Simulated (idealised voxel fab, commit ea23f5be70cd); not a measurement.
You're looking at the process module voxel ribs on slabs.
It is cross-section cut that appears here, measuring 155 nm in width, its square cells being 5 nm in size.
Notation: cross-section as square-cell grid; stated in bands, top first, going down; one or more cell rows per band. Heights first: top, then bottom, in nm. Then materials, left to right, each with a width in nm. "throughout" on a single material: fills the band edge to edge. "blank": empty space. Where do heights start? At 0: under that level the wafer as delivered is made of one material only. And the lowest band has no floor; it just carries on downward, as in "0..down". The expression "30..40" gives the width at the extremes of the band, the first number at its top row of cells and the second at its bottom row, with the width changing by equal amounts from each row to the next in between. Take "everything unchanged" at face value: in the step it is given for, the cross-section changed in none of its cells. "Unvented internal voids": empty spaces of 8 cells or more with no open way to the top, each given as width x height at distance, distance from the left edge, all in nm. What comes after the settings on a step's line is commentary from the simulator itself on that step. A step's line can hold "overlay nm"; with a mask on that step, the setting says how far right of the planned place the mask lay, while a negative setting says it lay to the left.
# plan
1. RECEIVE,material Si
2. DIRECTIONAL_DEP,material SiO2,thk nm 20
3. DIRECTIONAL_DEP,material SiN,thk nm 25
4. PATTERN,tone cover,mask id RIB,material resist,width nm 30,thk nm 20,overlay nm 0
5. DIRECTIONAL_ETCH,etch materials SiN,depth nm 15
6. STRIP,etch materials resist
7. MASKED_ETCH,tone cover,mask id SLAB,width nm 90,etch materials SiN,depth nm 10,overlay nm 0
8. FILL_DEP,material SiO2,thk nm 15
9. CMP,height nm 55
10. DIRECTIONAL_DEP,material W,thk nm 10
11. PATTERN,tone cover,mask id HEATER,material resist,width nm 40,thk nm 20,overlay nm 0
12. DIRECTIONAL_ETCH,etch materials W,depth nm 10
13. STRIP,etch materials resist
14. CONFORMAL_DEP,material SiO2,thk nm 5
# What follows covers the first of two wafers; it ran as planned
# Wafer as received: cross-section following step 1
- 0..down | Si throughout
- Unvented internal voids: none
# Once step 2 is through, the wafer looks like this in cross-section
- 20..0 | SiO2 throughout
- Below 0, the layers are the same as they were.
# Once step 3 is through, the wafer looks like this in cross-section
- 45..20 | SiN throughout
- Below 20, the layers are the same as they were.
# Once step 4 is through, the wafer looks like this in cross-section
- 65..45 | blank 60 nm | resist 30 nm | blank 65 nm
- Below 45, the layers are the same as they were.
# Once step 5 is through, the wafer looks like this in cross-section
- 65..45 | blank 60 nm | resist 30 nm | blank 65 nm
- 45..30 | blank 60 nm | SiN 30 nm | blank 65 nm
- Below 30, the layers are the same as they were.
# Once step 6 is through, the wafer looks like this in cross-section
- 45..30 | blank 60 nm | SiN 30 nm | blank 65 nm
- Below 30, the layers are the same as they were.
# Once step 7 is through, the wafer looks like this in cross-section
- 45..30 | blank 60 nm | SiN 30 nm | blank 65 nm
- 30..20 | blank 30 nm | SiN 90 nm | blank 35 nm
- Below 20, the layers are the same as they were.
# Once step 8 is through, the wafer looks like this in cross-section
- 60..45 | SiO2 throughout
- 45..30 | SiO2 60 nm | SiN 30 nm | SiO2 65 nm
- 30..20 | SiO2 30 nm | SiN 90 nm | SiO2 35 nm
- Below 20, the layers are the same as they were.
# Once step 9 is through, the wafer looks like this in cross-section
- 55..45 | SiO2 throughout
- Below 45, the layers are the same as they were.
# Once step 10 is through, the wafer looks like this in cross-section
- 65..55 | W throughout
- Below 55, the layers are the same as they were.
# Once step 11 is through, the wafer looks like this in cross-section
- 85..65 | blank 55 nm | resist 40 nm | blank 60 nm
- Below 65, the layers are the same as they were.
# Once step 12 is through, the wafer looks like this in cross-section
- 85..65 | blank 55 nm | resist 40 nm | blank 60 nm
- 65..55 | blank 55 nm | W 40 nm | blank 60 nm
- Below 55, the layers are the same as they were.
# Once step 13 is through, the wafer looks like this in cross-section
- 65..55 | blank 55 nm | W 40 nm | blank 60 nm
- Below 55, the layers are the same as they were.
# Once step 14 is through, the wafer looks like this in cross-section
- 70..65 | blank 50 nm | SiO2 50 nm | blank 55 nm
- 65..60 | blank 50 nm | SiO2 5 nm | W 40 nm | SiO2 5 nm | blank 55 nm
- 60..55 | SiO2 55 nm | W 40 nm | SiO2 60 nm
- Below 55, the layers are the same as they were.
# Okay, second wafer. Nothing different at the start, nothing different in the plan, just one mistake somewhere in the running. As far as step 3, counting that step, it's the first wafer all over again
# The second wafer in cross-section, at the planned close of step 4
- 65..45 | resist 60 nm | blank 30 nm | resist 65 nm
- Below 45, the layers are the same as they were.
# The second wafer in cross-section, at the planned close of step 5
- 65..45 | resist 60 nm | blank 30 nm | resist 65 nm
- 45..30 | SiN 60 nm | blank 30 nm | SiN 65 nm
- Below 30, the layers are the same as they were.
# The second wafer in cross-section, at the planned close of step 6
- 45..30 | SiN 60 nm | blank 30 nm | SiN 65 nm
- Below 30, the layers are the same as they were.
# The second wafer in cross-section, at the planned close of step 7
- 45..35 | blank 30 nm | SiN 30 nm | blank 30 nm | SiN 30 nm | blank 35 nm
- Below 35, the layers are the same as they were.
# The second wafer in cross-section, at the planned close of step 8
- 60..45 | SiO2 throughout
- 45..35 | SiO2 30 nm | SiN 30 nm | SiO2 30 nm | SiN 30 nm | SiO2 35 nm
- 35..30 | SiN 60 nm | SiO2 30 nm | SiN 65 nm
- Below 30, the layers are the same as they were.
# The second wafer in cross-section, at the planned close of step 9
- 55..45 | SiO2 throughout
- Below 45, the layers are the same as they were.
# The second wafer in cross-section, at the planned close of step 10
- 65..55 | W throughout
- Below 55, the layers are the same as they were.
# The second wafer in cross-section, at the planned close of step 11
- 85..65 | blank 55 nm | resist 40 nm | blank 60 nm
- Below 65, the layers are the same as they were.
# The second wafer in cross-section, at the planned close of step 12
- 85..65 | blank 55 nm | resist 40 nm | blank 60 nm
- 65..55 | blank 55 nm | W 40 nm | blank 60 nm
- Below 55, the layers are the same as they were.
# The second wafer in cross-section, at the planned close of step 13
- 65..55 | blank 55 nm | W 40 nm | blank 60 nm
- Below 55, the layers are the same as they were.
# The second wafer in cross-section, at the planned close of step 14
- 70..65 | blank 50 nm | SiO2 50 nm | blank 55 nm
- 65..60 | blank 50 nm | SiO2 5 nm | W 40 nm | SiO2 5 nm | blank 55 nm
- 60..55 | SiO2 55 nm | W 40 nm | SiO2 60 nm
- Below 55, the layers are the same as they were.
So what did we get wrong on this run? step 4 did not use the planned setting and instead ran as PATTERN,tone open,mask id RIB,material resist,width nm 30,thk nm 20,overlay nm 0
Upon completion, the second wafer contains, in terms of cells, a greater or smaller amount of certain materials than the first wafer: +57 SiN | -57 SiO2
